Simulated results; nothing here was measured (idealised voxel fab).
Process module name: voxel wiring stack
This is section cut - it's 160 nm across, gridded in 5 nm square cells.
Cross-section spec: square-cell grid; bands listed top down; each band is one or more rows.
For a band, the entry starts with two heights in nm, that of the top and then that of the bottom, and carries on with the band's materials in order from left to right, each alongside its width in nm; the word "all across" beside a single material means it fills the band edge to edge, and "air" means empty space.
Heights are reckoned from 0. Under this level, the received wafer is all of one material. The bottommost band is open-ended downward, for example "0 down".
The expression "30->40" gives the width at the extremes of the band, the first number at its top row of cells and the second at its bottom row, with the width changing by equal amounts from each row to the next in between.
Step marked "nothing different"? Then no cell in the cross-section changed in it.
The entry "Listed closed voids" lists the empty spaces that cover at least 8 cells and have no open path to the top. Each is written as width x height at distance, where the distance is measured from the left edge and all three values are in nm.
Anything after a step's settings on that line? It's the simulator's own note about the step.
"overlay nm", when on a step's line for a step with a mask, measures how far to the right of its planned place the mask lay; a negative measure means to the left.

[The process steps that were planned are listed below]
| 1 | RECEIVE: material Si |
| 2 | CONFORMAL_DEP: material SiO2, thk nm 15 |
| 3 | DIRECTIONAL_DEP: material TiN, thk nm 5 |
| 4 | DIRECTIONAL_DEP: material Ru, thk nm 20 |
| 5 | DIRECTIONAL_DEP: material aC, thk nm 15 |
| 6 | PATTERN: tone cover, mask id METAL_1, material resist, width nm 20, pitch nm 35, thk nm 35, overlay nm 0 |
| 7 | DIRECTIONAL_ETCH: etch materials aC, depth nm 15 |
| 8 | STRIP: etch materials resist |
| 9 | DIRECTIONAL_ETCH: etch materials Ru, depth nm 20 |
| 10 | DIRECTIONAL_ETCH: etch materials TiN, depth nm 5 |
| 11 | STRIP: etch materials aC |
| 12 | CONFORMAL_DEP: material SiCN, thk nm 5 |
| 13 | FILL_DEP: material SiO2, thk nm 10 |
| 14 | CMP: height nm 40 |
| 15 | CONFORMAL_DEP: material SiCN, thk nm 5 |
| 16 | DIRECTIONAL_DEP: material lowk, thk nm 30 |
| 17 | MASKED_ETCH: tone open, mask id METAL_2, width nm 20, pitch nm 35, etch materials lowk, depth nm 20, overlay nm 0 |
| 18 | DIRECTIONAL_DEP: material aC, thk nm 10 |
| 19 | PATTERN: tone open, mask id METAL_2_HOLES, material resist, width nm 15, pitch nm 70, thk nm 30, overlay nm 0 |
| 20 | DIRECTIONAL_ETCH: etch materials aC, depth nm 10 |
| 21 | STRIP: etch materials resist |
| 22 | DIRECTIONAL_ETCH: etch materials lowk, depth nm 10 |
| 23 | DIRECTIONAL_ETCH: etch materials SiCN, depth nm 5 |
| 24 | STRIP: etch materials aC |
| 25 | CONFORMAL_DEP: material TiN, thk nm 5 |
| 26 | FILL_DEP: material Cu, thk nm 10 |
| 27 | CMP: height nm 75 |
| 28 | CONFORMAL_DEP: material SiN, thk nm 5 |

[Cross-section, incoming material, after step 1]
0 down: Si all across
Listed closed voids: none

[First wafer of two, sectioned at end of module; run went per plan]
80 to 75: SiN all across
75 to 60: lowk=15; TiN=5; Cu=10; TiN=5; lowk=15; TiN=5; Cu=10; TiN=5; lowk=15; TiN=5; Cu=10; TiN=5; lowk=15; TiN=5; Cu=10; TiN=5; lowk=20
60 to 55: lowk=15; TiN=5; Cu=5; TiN=10; lowk=15; TiN=20; lowk=15; TiN=5; Cu=5; TiN=10; lowk=15; TiN=20; lowk=20
55 to 45: lowk=15; TiN=5; Cu=5; TiN=5; lowk=55; TiN=5; Cu=5; TiN=5; lowk=60
45 to 40: SiCN=15; TiN=15; SiCN=55; TiN=15; SiCN=60
40 to 20: SiO2=10; SiCN=5; Ru=20; SiCN=5; SiO2=5; SiCN=5; Ru=20; SiCN=5; SiO2=5; SiCN=5; Ru=20; SiCN=5; SiO2=5; SiCN=5; Ru=20; SiCN=5; SiO2=15
20 to 15: SiCN=15; TiN=20; SiCN=15; TiN=20; SiCN=15; TiN=20; SiCN=15; TiN=20; SiCN=20
15 to 0: SiO2 all across
0 down: Si all across
Listed closed voids: none

[second wafer at the end: like start, like plan, one mistake]
80 to 75: SiN all across
75 to 60: lowk=15; TiN=5; Cu=10; TiN=5; lowk=15; TiN=5; Cu=10; TiN=5; lowk=15; TiN=5; Cu=10; TiN=5; lowk=15; TiN=5; Cu=10; TiN=5; lowk=20
60 to 55: lowk=15; TiN=5; Cu=5; TiN=10; lowk=15; TiN=20; lowk=15; TiN=5; Cu=5; TiN=10; lowk=15; TiN=20; lowk=20
55 to 45: lowk=15; TiN=5; Cu=5; TiN=5; lowk=55; TiN=5; Cu=5; TiN=5; lowk=60
45 to 40: SiCN=15; TiN=15; SiCN=55; TiN=15; SiCN=60
40 to 30: SiCN=15; Ru=20; SiCN=15; Ru=20; SiCN=15; Ru=20; SiCN=15; Ru=20; SiCN=15; SiO2=5
30 to 20: SiCN=15; Ru=20; SiCN=15; Ru=20; SiCN=15; Ru=20; SiCN=15; Ru=20; SiCN=20
20 to 15: SiCN=15; TiN=20; SiCN=15; TiN=20; SiCN=15; TiN=20; SiCN=15; TiN=20; SiCN=20
15 to 0: SiO2 all across
0 down: Si all across
Listed closed voids: none
Against the plan, the run slipped here: step 12 was not run as planned; what actually ran was CONFORMAL_DEP: material SiCN, thk nm 15
Materials where the second wafer ends with more or fewer cells than the first: SiCN: 30 more | SiO2: 30 fewer
